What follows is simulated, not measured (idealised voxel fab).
The document below concerns the process module designated voxel quadruple lines.
Xsec cut, 225 nm wide, square cell size 5 nm.
Each cross-section below is a grid of square cells, stated as bands in top-down order, with one or more rows of cells making up each band.
Heights first: top, then bottom, in nm. Then materials, left to right, each with a width in nm. "edge to edge" on a single material: fills the band edge to edge. "empty": empty space.
Note: height 0 marks the level under which the wafer is uniformly one material as received. Lowest band unbounded below, written "0 down".
The width entry "30..40" should be interpreted row by row: the top row of cells in the band takes the first number, the bottom row takes the second number, and the change between adjacent rows is uniform throughout.
No cell of the cross-section changed in a step that is given as "no modifications".
Each empty space that has no open way to the top and spans at least 8 cells appears under "Sealed cavities" as width x height at distance, the distance counted from the left edge, all in nm.
Past the settings on a step's line: simulator remark, on that step.
What "overlay nm" on a step's line means: if the step has a mask, that mask lay this far to the right of its planned place, or, when the value is negative, to the left.
Heads up before you read on: it's before/after pairs around one process step each, after side only down to the lowest band that changed, step plus settings under the pair. Pairs can be from different runs of this module, same starting wafer, so only chain a pair onto the one above if its "Prior to processing" entry says so.

**Prior to processing**
> 0 down | Si edge to edge
> Sealed cavities: none

**Sectional Result**
> 5 to 0 | Al2O3 edge to edge
> At heights below 0, the structure remains unaltered.
> Sealed cavities: none
Step applied between the pre-step and post-step cross-sections shown above: op CONFORMAL_DEP | material Al2O3 | thk nm 5

Prior to processing: = after-state of the pair above.

**Sectional Result**
> 20 to 5 | TiN edge to edge
> At heights below 5, the structure remains unaltered.
> Sealed cavities: none
Step applied between the pre-step and post-step cross-sections shown above: op DIRECTIONAL_DEP | material TiN | thk nm 15

Prior to processing: = after-state of the pair above.

**Sectional Result**
> 40 to 20 | polySi edge to edge
> At heights below 20, the structure remains unaltered.
> Sealed cavities: none
Step applied between the pre-step and post-step cross-sections shown above: op DIRECTIONAL_DEP | material polySi | thk nm 20

Prior to processing: = after-state of the pair above.

**Sectional Result**
> 65 to 40 | aC edge to edge
> At heights below 40, the structure remains unaltered.
> Sealed cavities: none
Step applied between the pre-step and post-step cross-sections shown above: op DIRECTIONAL_DEP | material aC | thk nm 25

Prior to processing: = after-state of the pair above.

**Sectional Result**
> 100 to 65 | 60 of empty  25 of resist  55 of empty  25 of resist  60 of empty
> At heights below 65, the structure remains unaltered.
> Sealed cavities: none
Step applied between the pre-step and post-step cross-sections shown above: op PATTERN | tone cover | mask id MANDREL | material resist | width nm 25 | pitch nm 80 | thk nm 35 | overlay nm 0

Prior to processing: = after-state of the pair above.

**Sectional Result**
> 75 to 65 | 60 of empty  25 of resist  55 of empty  25 of resist  60 of empty
> 65 to 40 | 60 of empty  25 of aC  55 of empty  25 of aC  60 of empty
> At heights below 40, the structure remains unaltered.
> Sealed cavities: none
Step applied between the pre-step and post-step cross-sections shown above: op DIRECTIONAL_ETCH | etch materials aC | depth nm 25

Prior to processing: = after-state of the pair above.

**Sectional Result**
> 65 to 40 | 60 of empty  25 of aC  55 of empty  25 of aC  60 of empty
> At heights below 40, the structure remains unaltered.
> Sealed cavities: none
Step applied between the pre-step and post-step cross-sections shown above: op STRIP | etch materials resist

Prior to processing: = after-state of the pair above.

**Sectional Result**
> 80 to 65 | 45 of empty  55 of SiO2  25 of empty  55 of SiO2  45 of empty
> 65 to 55 | 45 of empty  15 of SiO2  25 of aC  15 of SiO2  25 of empty  15 of SiO2  25 of aC  15 of SiO2  45 of empty
> 55 to 40 | 60 of SiO2  25 of aC  55 of SiO2  25 of aC  60 of SiO2
> At heights below 40, the structure remains unaltered.
> Sealed cavities: none
Step applied between the pre-step and post-step cross-sections shown above: op CONFORMAL_DEP | material SiO2 | thk nm 15

Prior to processing: = after-state of the pair above.

**Sectional Result**
> 65 to 40 | 45 of empty  15 of SiO2  25 of aC  15 of SiO2  25 of empty  15 of SiO2  25 of aC  15 of SiO2  45 of empty
> At heights below 40, the structure remains unaltered.
> Sealed cavities: none
Step applied between the pre-step and post-step cross-sections shown above: op DIRECTIONAL_ETCH | etch materials SiO2 | depth nm 15

Prior to processing: = after-state of the pair above.

**Sectional Result**
> 65 to 40 | 45 of empty  15 of SiO2  25 of empty  15 of SiO2  25 of empty  15 of SiO2  25 of empty  15 of SiO2  45 of empty
> At heights below 40, the structure remains unaltered.
> Sealed cavities: none
Step applied between the pre-step and post-step cross-sections shown above: op STRIP | etch materials aC

Prior to processing: = after-state of the pair above.

**Sectional Result**
> 65 to 40 | 45 of empty  15 of SiO2  25 of empty  15 of SiO2  25 of empty  15 of SiO2  25 of empty  15 of SiO2  45 of empty
> 40 to 20 | 45 of empty  15 of polySi  25 of empty  15 of polySi  25 of empty  15 of polySi  25 of empty  15 of polySi  45 of empty
> At heights below 20, the structure remains unaltered.
> Sealed cavities: none
Step applied between the pre-step and post-step cross-sections shown above: op DIRECTIONAL_ETCH | etch materials polySi | depth nm 20

Prior to processing: = after-state of the pair above.

**Sectional Result**
> 40 to 20 | 45 of empty  15 of polySi  25 of empty  15 of polySi  25 of empty  15 of polySi  25 of empty  15 of polySi  45 of empty
> At heights below 20, the structure remains unaltered.
> Sealed cavities: none
Step applied between the pre-step and post-step cross-sections shown above: op STRIP | etch materials SiO2

Prior to processing: = after-state of the pair above.

**Sectional Result**
> 45 to 40 | 40 of empty  25 of SiCN  15 of empty  25 of SiCN  15 of empty  25 of SiCN  15 of empty  25 of SiCN  40 of empty
> 40 to 25 | 40 of empty  5 of SiCN  15 of polySi  5 of SiCN  15 of empty  5 of SiCN  15 of polySi  5 of SiCN  15 of empty  5 of SiCN  15 of polySi  5 of SiCN  15 of empty  5 of SiCN  15 of polySi  5 of SiCN  40 of empty
> 25 to 20 | 45 of SiCN  15 of polySi  25 of SiCN  15 of polySi  25 of SiCN  15 of polySi  25 of SiCN  15 of polySi  45 of SiCN
> At heights below 20, the structure remains unaltered.
> Sealed cavities: none
Step applied between the pre-step and post-step cross-sections shown above: op CONFORMAL_DEP | material SiCN | thk nm 5

Prior to processing: = after-state of the pair above.

**Sectional Result**
> 40 to 20 | 40 of empty  5 of SiCN  15 of polySi  5 of SiCN  15 of empty  5 of SiCN  15 of polySi  5 of SiCN  15 of empty  5 of SiCN  15 of polySi  5 of SiCN  15 of empty  5 of SiCN  15 of polySi  5 of SiCN  40 of empty
> At heights below 20, the structure remains unaltered.
> Sealed cavities: none
Step applied between the pre-step and post-step cross-sections shown above: op DIRECTIONAL_ETCH | etch materials SiCN | depth nm 5

Prior to processing: = after-state of the pair above.

**Sectional Result**
> 40 to 20 | 40 of empty  5 of SiCN  15 of empty  5 of SiCN  15 of empty  5 of SiCN  15 of empty  5 of SiCN  15 of empty  5 of SiCN  15 of empty  5 of SiCN  15 of empty  5 of SiCN  15 of empty  5 of SiCN  40 of empty
> At heights below 20, the structure remains unaltered.
> Sealed cavities: none
Step applied between the pre-step and post-step cross-sections shown above: op STRIP | etch materials polySi

Prior to processing: = after-state of the pair above.

**Sectional Result**
> 40 to 20 | 40 of empty  5 of SiCN  15 of empty  5 of SiCN  15 of empty  5 of SiCN  15 of empty  5 of SiCN  15 of empty  5 of SiCN  15 of empty  5 of SiCN  15 of empty  5 of SiCN  15 of empty  5 of SiCN  40 of empty
> 20 to 5 | 40 of empty  5 of TiN  15 of empty  5 of TiN  15 of empty  5 of TiN  15 of empty  5 of TiN  15 of empty  5 of TiN  15 of empty  5 of TiN  15 of empty  5 of TiN  15 of empty  5 of TiN  40 of empty
> At heights below 5, the structure remains unaltered.
> Sealed cavities: none
Step applied between the pre-step and post-step cross-sections shown above: op DIRECTIONAL_ETCH | etch materials TiN | depth nm 15

Prior to processing: = after-state of the pair above.

**Sectional Result**
> 20 to 5 | 40 of empty  5 of TiN  15 of empty  5 of TiN  15 of empty  5 of TiN  15 of empty  5 of TiN  15 of empty  5 of TiN  15 of empty  5 of TiN  15 of empty  5 of TiN  15 of empty  5 of TiN  40 of empty
> At heights below 5, the structure remains unaltered.
> Sealed cavities: none
Step applied between the pre-step and post-step cross-sections shown above: op STRIP | etch materials SiCN

Prior to processing: = after-state of the pair above.

**Sectional Result**
> 30 to 20 | SiO2 edge to edge
> 20 to 5 | 40 of SiO2  5 of TiN  15 of SiO2  5 of TiN  15 of SiO2  5 of TiN  15 of SiO2  5 of TiN  15 of SiO2  5 of TiN  15 of SiO2  5 of TiN  15 of SiO2  5 of TiN  15 of SiO2  5 of TiN  40 of SiO2
> At heights below 5, the structure remains unaltered.
> Sealed cavities: none
Step applied between the pre-step and post-step cross-sections shown above: op FILL_DEP | material SiO2 | thk nm 10

Prior to processing: = after-state of the pair above.

**Sectional Result**
> 20 to 5 | 40 of SiO2  5 of TiN  15 of SiO2  5 of TiN  15 of SiO2  5 of TiN  15 of SiO2  5 of TiN  15 of SiO2  5 of TiN  15 of SiO2  5 of TiN  15 of SiO2  5 of TiN  15 of SiO2  5 of TiN  40 of SiO2
> At heights below 5, the structure remains unaltered.
> Sealed cavities: none
Step applied between the pre-step and post-step cross-sections shown above: op CMP | height nm 20

**Prior to processing**
> 0 down | Si edge to edge
> Sealed cavities: none

**Sectional Result**
> 15 to 0 | TiN edge to edge
> At heights below 0, the structure remains unaltered.
> Sealed cavities: none
Step applied between the pre-step and post-step cross-sections shown above: op DIRECTIONAL_DEP | material TiN | thk nm 15

Prior to processing: = after-state of the pair above.

**Sectional Result**
> 35 to 15 | polySi edge to edge
> At heights below 15, the structure remains unaltered.
> Sealed cavities: none
Step applied between the pre-step and post-step cross-sections shown above: op DIRECTIONAL_DEP | material polySi | thk nm 20

Prior to processing: = after-state of the pair above.

**Sectional Result**
> 60 to 35 | aC edge to edge
> At heights below 35, the structure remains unaltered.
> Sealed cavities: none
Step applied between the pre-step and post-step cross-sections shown above: op DIRECTIONAL_DEP | material aC | thk nm 25

Prior to processing: = after-state of the pair above.

**Sectional Result**
> 95 to 60 | 60 of empty  25 of resist  55 of empty  25 of resist  60 of empty
> At heights below 60, the structure remains unaltered.
> Sealed cavities: none
Step applied between the pre-step and post-step cross-sections shown above: op PATTERN | tone cover | mask id MANDREL | material resist | width nm 25 | pitch nm 80 | thk nm 35 | overlay nm 0

Prior to processing: = after-state of the pair above.

**Sectional Result**
> 70 to 60 | 60 of empty  25 of resist  55 of empty  25 of resist  60 of empty
> 60 to 35 | 60 of empty  25 of aC  55 of empty  25 of aC  60 of empty
> At heights below 35, the structure remains unaltered.
> Sealed cavities: none
Step applied between the pre-step and post-step cross-sections shown above: op DIRECTIONAL_ETCH | etch materials aC | depth nm 25

Prior to processing: = after-state of the pair above.

**Sectional Result**
> 60 to 35 | 60 of empty  25 of aC  55 of empty  25 of aC  60 of empty
> At heights below 35, the structure remains unaltered.
> Sealed cavities: none
Step applied between the pre-step and post-step cross-sections shown above: op STRIP | etch materials resist

Prior to processing: = after-state of the pair above.

**Sectional Result**
> 75 to 60 | 45 of empty  55 of SiO2  25 of empty  55 of SiO2  45 of empty
> 60 to 50 | 45 of empty  15 of SiO2  25 of aC  15 of SiO2  25 of empty  15 of SiO2  25 of aC  15 of SiO2  45 of empty
> 50 to 35 | 60 of SiO2  25 of aC  55 of SiO2  25 of aC  60 of SiO2
> At heights below 35, the structure remains unaltered.
> Sealed cavities: none
Step applied between the pre-step and post-step cross-sections shown above: op CONFORMAL_DEP | material SiO2 | thk nm 15

Prior to processing: = after-state of the pair above.

**Sectional Result**
> 60 to 35 | 45 of empty  15 of SiO2  25 of aC  15 of SiO2  25 of empty  15 of SiO2  25 of aC  15 of SiO2  45 of empty
> At heights below 35, the structure remains unaltered.
> Sealed cavities: none
Step applied between the pre-step and post-step cross-sections shown above: op DIRECTIONAL_ETCH | etch materials SiO2 | depth nm 15

Prior to processing: = after-state of the pair above.

**Sectional Result**
> 60 to 35 | 45 of empty  15 of SiO2  25 of empty  15 of SiO2  25 of empty  15 of SiO2  25 of empty  15 of SiO2  45 of empty
> At heights below 35, the structure remains unaltered.
> Sealed cavities: none
Step applied between the pre-step and post-step cross-sections shown above: op STRIP | etch materials aC

Prior to processing: = after-state of the pair above.

**Sectional Result**
> 60 to 35 | 45 of empty  15 of SiO2  25 of empty  15 of SiO2  25 of empty  15 of SiO2  25 of empty  15 of SiO2  45 of empty
> 35 to 15 | 45 of empty  15 of polySi  25 of empty  15 of polySi  25 of empty  15 of polySi  25 of empty  15 of polySi  45 of empty
> At heights below 15, the structure remains unaltered.
> Sealed cavities: none
Step applied between the pre-step and post-step cross-sections shown above: op DIRECTIONAL_ETCH | etch materials polySi | depth nm 20

Prior to processing: = after-state of the pair above.

**Sectional Result**
> 35 to 15 | 45 of empty  15 of polySi  25 of empty  15 of polySi  25 of empty  15 of polySi  25 of empty  15 of polySi  45 of empty
> At heights below 15, the structure remains unaltered.
> Sealed cavities: none
Step applied between the pre-step and post-step cross-sections shown above: op STRIP | etch materials SiO2

Prior to processing: = after-state of the pair above.

**Sectional Result**
> 40 to 35 | 40 of empty  25 of SiCN  15 of empty  25 of SiCN  15 of empty  25 of SiCN  15 of empty  25 of SiCN  40 of empty
> 35 to 20 | 40 of empty  5 of SiCN  15 of polySi  5 of SiCN  15 of empty  5 of SiCN  15 of polySi  5 of SiCN  15 of empty  5 of SiCN  15 of polySi  5 of SiCN  15 of empty  5 of SiCN  15 of polySi  5 of SiCN  40 of empty
> 20 to 15 | 45 of SiCN  15 of polySi  25 of SiCN  15 of polySi  25 of SiCN  15 of polySi  25 of SiCN  15 of polySi  45 of SiCN
> At heights below 15, the structure remains unaltered.
> Sealed cavities: none
Step applied between the pre-step and post-step cross-sections shown above: op CONFORMAL_DEP | material SiCN | thk nm 5

Prior to processing: = after-state of the pair above.

**Sectional Result**
> 35 to 15 | 40 of empty  5 of SiCN  15 of polySi  5 of SiCN  15 of empty  5 of SiCN  15 of polySi  5 of SiCN  15 of empty  5 of SiCN  15 of polySi  5 of SiCN  15 of empty  5 of SiCN  15 of polySi  5 of SiCN  40 of empty
> At heights below 15, the structure remains unaltered.
> Sealed cavities: none
Step applied between the pre-step and post-step cross-sections shown above: op DIRECTIONAL_ETCH | etch materials SiCN | depth nm 5

Prior to processing: = after-state of the pair above.

**Sectional Result**
> 35 to 15 | 40 of empty  5 of SiCN  15 of empty  5 of SiCN  15 of empty  5 of SiCN  15 of empty  5 of SiCN  15 of empty  5 of SiCN  15 of empty  5 of SiCN  15 of empty  5 of SiCN  15 of empty  5 of SiCN  40 of empty
> At heights below 15, the structure remains unaltered.
> Sealed cavities: none
Step applied between the pre-step and post-step cross-sections shown above: op STRIP | etch materials polySi

Prior to processing: = after-state of the pair above.

**Sectional Result**
> 35 to 15 | 40 of empty  5 of SiCN  15 of empty  5 of SiCN  15 of empty  5 of SiCN  15 of empty  5 of SiCN  15 of empty  5 of SiCN  15 of empty  5 of SiCN  15 of empty  5 of SiCN  15 of empty  5 of SiCN  40 of empty
> 15 to 0 | 40 of empty  5 of TiN  15 of empty  5 of TiN  15 of empty  5 of TiN  15 of empty  5 of TiN  15 of empty  5 of TiN  15 of empty  5 of TiN  15 of empty  5 of TiN  15 of empty  5 of TiN  40 of empty
> At heights below 0, the structure remains unaltered.
> Sealed cavities: none
Step applied between the pre-step and post-step cross-sections shown above: op DIRECTIONAL_ETCH | etch materials TiN | depth nm 15

Prior to processing: = after-state of the pair above.

**Sectional Result**
> 15 to 0 | 40 of empty  5 of TiN  15 of empty  5 of TiN  15 of empty  5 of TiN  15 of empty  5 of TiN  15 of empty  5 of TiN  15 of empty  5 of TiN  15 of empty  5 of TiN  15 of empty  5 of TiN  40 of empty
> At heights below 0, the structure remains unaltered.
> Sealed cavities: none
Step applied between the pre-step and post-step cross-sections shown above: op STRIP | etch materials SiCN

Prior to processing: = after-state of the pair above.

**Sectional Result**
> 25 to 15 | SiO2 edge to edge
> 15 to 0 | 40 of SiO2  5 of TiN  15 of SiO2  5 of TiN  15 of SiO2  5 of TiN  15 of SiO2  5 of TiN  15 of SiO2  5 of TiN  15 of SiO2  5 of TiN  15 of SiO2  5 of TiN  15 of SiO2  5 of TiN  40 of SiO2
> At heights below 0, the structure remains unaltered.
> Sealed cavities: none
Step applied between the pre-step and post-step cross-sections shown above: op FILL_DEP | material SiO2 | thk nm 10

Prior to processing: = after-state of the pair above.

**Sectional Result**
> 20 to 15 | SiO2 edge to edge
> At heights below 15, the structure remains unaltered.
> Sealed cavities: none
Step applied between the pre-step and post-step cross-sections shown above: op CMP | height nm 20

**Prior to processing**
> 5 to 0 | Al2O3 edge to edge
> 0 down | Si edge to edge
> Sealed cavities: none

**Sectional Result**
> 25 to 5 | polySi edge to edge
> At heights below 5, the structure remains unaltered.
> Sealed cavities: none
Step applied between the pre-step and post-step cross-sections shown above: op DIRECTIONAL_DEP | material polySi | thk nm 20

Prior to processing: = after-state of the pair above.

**Sectional Result**
> 40 to 25 | TiN edge to edge
> At heights below 25, the structure remains unaltered.
> Sealed cavities: none
Step applied between the pre-step and post-step cross-sections shown above: op DIRECTIONAL_DEP | material TiN | thk nm 15

Prior to processing: = after-state of the pair above.

**Sectional Result**
> 65 to 40 | aC edge to edge
> At heights below 40, the structure remains unaltered.
> Sealed cavities: none
Step applied between the pre-step and post-step cross-sections shown above: op DIRECTIONAL_DEP | material aC | thk nm 25

Prior to processing: = after-state of the pair above.

**Sectional Result**
> 100 to 65 | 60 of empty  25 of resist  55 of empty  25 of resist  60 of empty
> At heights below 65, the structure remains unaltered.
> Sealed cavities: none
Step applied between the pre-step and post-step cross-sections shown above: op PATTERN | tone cover | mask id MANDREL | material resist | width nm 25 | pitch nm 80 | thk nm 35 | overlay nm 0

Prior to processing: = after-state of the pair above.

**Sectional Result**
> 75 to 65 | 60 of empty  25 of resist  55 of empty  25 of resist  60 of empty
> 65 to 40 | 60 of empty  25 of aC  55 of empty  25 of aC  60 of empty
> At heights below 40, the structure remains unaltered.
> Sealed cavities: none
Step applied between the pre-step and post-step cross-sections shown above: op DIRECTIONAL_ETCH | etch materials aC | depth nm 25

Prior to processing: = after-state of the pair above.

**Sectional Result**
> 65 to 40 | 60 of empty  25 of aC  55 of empty  25 of aC  60 of empty
> At heights below 40, the structure remains unaltered.
> Sealed cavities: none
Step applied between the pre-step and post-step cross-sections shown above: op STRIP | etch materials resist

Prior to processing: = after-state of the pair above.

**Sectional Result**
> 80 to 65 | 45 of empty  55 of SiO2  25 of empty  55 of SiO2  45 of empty
> 65 to 55 | 45 of empty  15 of SiO2  25 of aC  15 of SiO2  25 of empty  15 of SiO2  25 of aC  15 of SiO2  45 of empty
> 55 to 40 | 60 of SiO2  25 of aC  55 of SiO2  25 of aC  60 of SiO2
> At heights below 40, the structure remains unaltered.
> Sealed cavities: none
Step applied between the pre-step and post-step cross-sections shown above: op CONFORMAL_DEP | material SiO2 | thk nm 15

Prior to processing: = after-state of the pair above.

**Sectional Result**
> 65 to 40 | 45 of empty  15 of SiO2  25 of aC  15 of SiO2  25 of empty  15 of SiO2  25 of aC  15 of SiO2  45 of empty
> At heights below 40, the structure remains unaltered.
> Sealed cavities: none
Step applied between the pre-step and post-step cross-sections shown above: op DIRECTIONAL_ETCH | etch materials SiO2 | depth nm 15

Prior to processing: = after-state of the pair above.

**Sectional Result**
> 65 to 40 | 45 of empty  15 of SiO2  25 of empty  15 of SiO2  25 of empty  15 of SiO2  25 of empty  15 of SiO2  45 of empty
> At heights below 40, the structure remains unaltered.
> Sealed cavities: none
Step applied between the pre-step and post-step cross-sections shown above: op STRIP | etch materials aC

Prior to processing: = after-state of the pair above.

**Sectional Result**
> 40 to 25 | TiN edge to edge
> At heights below 25, the structure remains unaltered.
> Sealed cavities: none
Step applied between the pre-step and post-step cross-sections shown above: op STRIP | etch materials SiO2

Prior to processing: = after-state of the pair above.

**Sectional Result**
> 45 to 40 | SiCN edge to edge
> At heights below 40, the structure remains unaltered.
> Sealed cavities: none
Step applied between the pre-step and post-step cross-sections shown above: op CONFORMAL_DEP | material SiCN | thk nm 5

Prior to processing: = after-state of the pair above.

**Sectional Result**
> 40 to 25 | TiN edge to edge
> At heights below 25, the structure remains unaltered.
> Sealed cavities: none
Step applied between the pre-step and post-step cross-sections shown above: op DIRECTIONAL_ETCH | etch materials SiCN | depth nm 5

Prior to processing: = after-state of the pair above.

**Sectional Result**
> 25 to 5 | polySi edge to edge
> At heights below 5, the structure remains unaltered.
> Sealed cavities: none
Step applied between the pre-step and post-step cross-sections shown above: op DIRECTIONAL_ETCH | etch materials TiN | depth nm 15

Prior to processing: = after-state of the pair above.

**Sectional Result**
> 35 to 25 | SiO2 edge to edge
> At heights below 25, the structure remains unaltered.
> Sealed cavities: none
Step applied between the pre-step and post-step cross-sections shown above: op FILL_DEP | material SiO2 | thk nm 10

Prior to processing: = after-state of the pair above.

**Sectional Result**
> 20 to 5 | polySi edge to edge
> At heights below 5, the structure remains unaltered.
> Sealed cavities: none
Step applied between the pre-step and post-step cross-sections shown above: op CMP | height nm 20

**Prior to processing**
> 5 to 0 | Al2O3 edge to edge
> 0 down | Si edge to edge
> Sealed cavities: none

**Sectional Result**
> 15 to 5 | TiN edge to edge
> At heights below 5, the structure remains unaltered.
> Sealed cavities: none
Step applied between the pre-step and post-step cross-sections shown above: op DIRECTIONAL_DEP | material TiN | thk nm 10

Prior to processing: = after-state of the pair above.

**Sectional Result**
> 35 to 15 | polySi edge to edge
> At heights below 15, the structure remains unaltered.
> Sealed cavities: none
Step applied between the pre-step and post-step cross-sections shown above: op DIRECTIONAL_DEP | material polySi | thk nm 20

Prior to processing: = after-state of the pair above.

**Sectional Result**
> 60 to 35 | aC edge to edge
> At heights below 35, the structure remains unaltered.
> Sealed cavities: none
Step applied between the pre-step and post-step cross-sections shown above: op DIRECTIONAL_DEP | material aC | thk nm 25

Prior to processing: = after-state of the pair above.

**Sectional Result**
> 95 to 60 | 60 of empty  25 of resist  55 of empty  25 of resist  60 of empty
> At heights below 60, the structure remains unaltered.
> Sealed cavities: none
Step applied between the pre-step and post-step cross-sections shown above: op PATTERN | tone cover | mask id MANDREL | material resist | width nm 25 | pitch nm 80 | thk nm 35 | overlay nm 0

Prior to processing: = after-state of the pair above.

**Sectional Result**
> 70 to 60 | 60 of empty  25 of resist  55 of empty  25 of resist  60 of empty
> 60 to 35 | 60 of empty  25 of aC  55 of empty  25 of aC  60 of empty
> At heights below 35, the structure remains unaltered.
> Sealed cavities: none
Step applied between the pre-step and post-step cross-sections shown above: op DIRECTIONAL_ETCH | etch materials aC | depth nm 25

Prior to processing: = after-state of the pair above.

**Sectional Result**
> 60 to 35 | 60 of empty  25 of aC  55 of empty  25 of aC  60 of empty
> At heights below 35, the structure remains unaltered.
> Sealed cavities: none
Step applied between the pre-step and post-step cross-sections shown above: op STRIP | etch materials resist

Prior to processing: = after-state of the pair above.

**Sectional Result**
> 75 to 60 | 45 of empty  55 of SiO2  25 of empty  55 of SiO2  45 of empty
> 60 to 50 | 45 of empty  15 of SiO2  25 of aC  15 of SiO2  25 of empty  15 of SiO2  25 of aC  15 of SiO2  45 of empty
> 50 to 35 | 60 of SiO2  25 of aC  55 of SiO2  25 of aC  60 of SiO2
> At heights below 35, the structure remains unaltered.
> Sealed cavities: none
Step applied between the pre-step and post-step cross-sections shown above: op CONFORMAL_DEP | material SiO2 | thk nm 15

Prior to processing: = after-state of the pair above.

**Sectional Result**
> 60 to 35 | 45 of empty  15 of SiO2  25 of aC  15 of SiO2  25 of empty  15 of SiO2  25 of aC  15 of SiO2  45 of empty
> At heights below 35, the structure remains unaltered.
> Sealed cavities: none
Step applied between the pre-step and post-step cross-sections shown above: op DIRECTIONAL_ETCH | etch materials SiO2 | depth nm 15

Prior to processing: = after-state of the pair above.

**Sectional Result**
> 60 to 35 | 45 of empty  15 of SiO2  25 of empty  15 of SiO2  25 of empty  15 of SiO2  25 of empty  15 of SiO2  45 of empty
> At heights below 35, the structure remains unaltered.
> Sealed cavities: none
Step applied between the pre-step and post-step cross-sections shown above: op STRIP | etch materials aC

Prior to processing: = after-state of the pair above.

**Sectional Result**
> 60 to 35 | 45 of empty  15 of SiO2  25 of empty  15 of SiO2  25 of empty  15 of SiO2  25 of empty  15 of SiO2  45 of empty
> 35 to 15 | 45 of empty  15 of polySi  25 of empty  15 of polySi  25 of empty  15 of polySi  25 of empty  15 of polySi  45 of empty
> At heights below 15, the structure remains unaltered.
> Sealed cavities: none
Step applied between the pre-step and post-step cross-sections shown above: op DIRECTIONAL_ETCH | etch materials polySi | depth nm 20

Prior to processing: = after-state of the pair above.

**Sectional Result**
> 35 to 15 | 45 of empty  15 of polySi  25 of empty  15 of polySi  25 of empty  15 of polySi  25 of empty  15 of polySi  45 of empty
> At heights below 15, the structure remains unaltered.
> Sealed cavities: none
Step applied between the pre-step and post-step cross-sections shown above: op STRIP | etch materials SiO2

Prior to processing: = after-state of the pair above.

**Sectional Result**
> 40 to 35 | 40 of empty  25 of SiCN  15 of empty  25 of SiCN  15 of empty  25 of SiCN  15 of empty  25 of SiCN  40 of empty
> 35 to 20 | 40 of empty  5 of SiCN  15 of polySi  5 of SiCN  15 of empty  5 of SiCN  15 of polySi  5 of SiCN  15 of empty  5 of SiCN  15 of polySi  5 of SiCN  15 of empty  5 of SiCN  15 of polySi  5 of SiCN  40 of empty
> 20 to 15 | 45 of SiCN  15 of polySi  25 of SiCN  15 of polySi  25 of SiCN  15 of polySi  25 of SiCN  15 of polySi  45 of SiCN
> At heights below 15, the structure remains unaltered.
> Sealed cavities: none
Step applied between the pre-step and post-step cross-sections shown above: op CONFORMAL_DEP | material SiCN | thk nm 5

Prior to processing: = after-state of the pair above.

**Sectional Result**
> 35 to 15 | 40 of empty  5 of SiCN  15 of polySi  5 of SiCN  15 of empty  5 of SiCN  15 of polySi  5 of SiCN  15 of empty  5 of SiCN  15 of polySi  5 of SiCN  15 of empty  5 of SiCN  15 of polySi  5 of SiCN  40 of empty
> At heights below 15, the structure remains unaltered.
> Sealed cavities: none
Step applied between the pre-step and post-step cross-sections shown above: op DIRECTIONAL_ETCH | etch materials SiCN | depth nm 5

Prior to processing: = after-state of the pair above.

**Sectional Result**
> 35 to 15 | 40 of empty  5 of SiCN  15 of empty  5 of SiCN  15 of empty  5 of SiCN  15 of empty  5 of SiCN  15 of empty  5 of SiCN  15 of empty  5 of SiCN  15 of empty  5 of SiCN  15 of empty  5 of SiCN  40 of empty
> At heights below 15, the structure remains unaltered.
> Sealed cavities: none
Step applied between the pre-step and post-step cross-sections shown above: op STRIP | etch materials polySi

Prior to processing: = after-state of the pair above.

**Sectional Result**
> 35 to 15 | 40 of empty  5 of SiCN  15 of empty  5 of SiCN  15 of empty  5 of SiCN  15 of empty  5 of SiCN  15 of empty  5 of SiCN  15 of empty  5 of SiCN  15 of empty  5 of SiCN  15 of empty  5 of SiCN  40 of empty
> 15 to 5 | 40 of empty  5 of TiN  15 of empty  5 of TiN  15 of empty  5 of TiN  15 of empty  5 of TiN  15 of empty  5 of TiN  15 of empty  5 of TiN  15 of empty  5 of TiN  15 of empty  5 of TiN  40 of empty
> At heights below 5, the structure remains unaltered.
> Sealed cavities: none
Step applied between the pre-step and post-step cross-sections shown above: op DIRECTIONAL_ETCH | etch materials TiN | depth nm 15

Prior to processing: = after-state of the pair above.

**Sectional Result**
> 15 to 5 | 40 of empty  5 of TiN  15 of empty  5 of TiN  15 of empty  5 of TiN  15 of empty  5 of TiN  15 of empty  5 of TiN  15 of empty  5 of TiN  15 of empty  5 of TiN  15 of empty  5 of TiN  40 of empty
> At heights below 5, the structure remains unaltered.
> Sealed cavities: none
Step applied between the pre-step and post-step cross-sections shown above: op STRIP | etch materials SiCN

Prior to processing: = after-state of the pair above.

**Sectional Result**
> 25 to 15 | SiO2 edge to edge
> 15 to 5 | 40 of SiO2  5 of TiN  15 of SiO2  5 of TiN  15 of SiO2  5 of TiN  15 of SiO2  5 of TiN  15 of SiO2  5 of TiN  15 of SiO2  5 of TiN  15 of SiO2  5 of TiN  15 of SiO2  5 of TiN  40 of SiO2
> At heights below 5, the structure remains unaltered.
> Sealed cavities: none
Step applied between the pre-step and post-step cross-sections shown above: op FILL_DEP | material SiO2 | thk nm 10

Prior to processing: = after-state of the pair above.

**Sectional Result**
> 20 to 15 | SiO2 edge to edge
> At heights below 15, the structure remains unaltered.
> Sealed cavities: none
Step applied between the pre-step and post-step cross-sections shown above: op CMP | height nm 20

**Prior to processing**
> 65 to 40 | aC edge to edge
> 40 to 20 | polySi edge to edge
> 20 to 5 | TiN edge to edge
> 5 to 0 | Al2O3 edge to edge
> 0 down | Si edge to edge
> Sealed cavities: none

**Sectional Result**
> 100 to 65 | 55 of empty  35 of resist  45 of empty  35 of resist  55 of empty
> At heights below 65, the structure remains unaltered.
> Sealed cavities: none
Step applied between the pre-step and post-step cross-sections shown above: op PATTERN | tone cover | mask id MANDREL | material resist | width nm 35 | pitch nm 80 | thk nm 35 | overlay nm 0

Prior to processing: = after-state of the pair above.

**Sectional Result**
> 75 to 65 | 55 of empty  35 of resist  45 of empty  35 of resist  55 of empty
> 65 to 40 | 55 of empty  35 of aC  45 of empty  35 of aC  55 of empty
> At heights below 40, the structure remains unaltered.
> Sealed cavities: none
Step applied between the pre-step and post-step cross-sections shown above: op DIRECTIONAL_ETCH | etch materials aC | depth nm 25

Prior to processing: = after-state of the pair above.

**Sectional Result**
> 65 to 40 | 55 of empty  35 of aC  45 of empty  35 of aC  55 of empty
> At heights below 40, the structure remains unaltered.
> Sealed cavities: none
Step applied between the pre-step and post-step cross-sections shown above: op STRIP | etch materials resist

Prior to processing: = after-state of the pair above.

**Sectional Result**
> 80 to 65 | 40 of empty  65 of SiO2  15 of empty  65 of SiO2  40 of empty
> 65 to 55 | 40 of empty  15 of SiO2  35 of aC  15 of SiO2  15 of empty  15 of SiO2  35 of aC  15 of SiO2  40 of empty
> 55 to 40 | 55 of SiO2  35 of aC  45 of SiO2  35 of aC  55 of SiO2
> At heights below 40, the structure remains unaltered.
> Sealed cavities: none
Step applied between the pre-step and post-step cross-sections shown above: op CONFORMAL_DEP | material SiO2 | thk nm 15
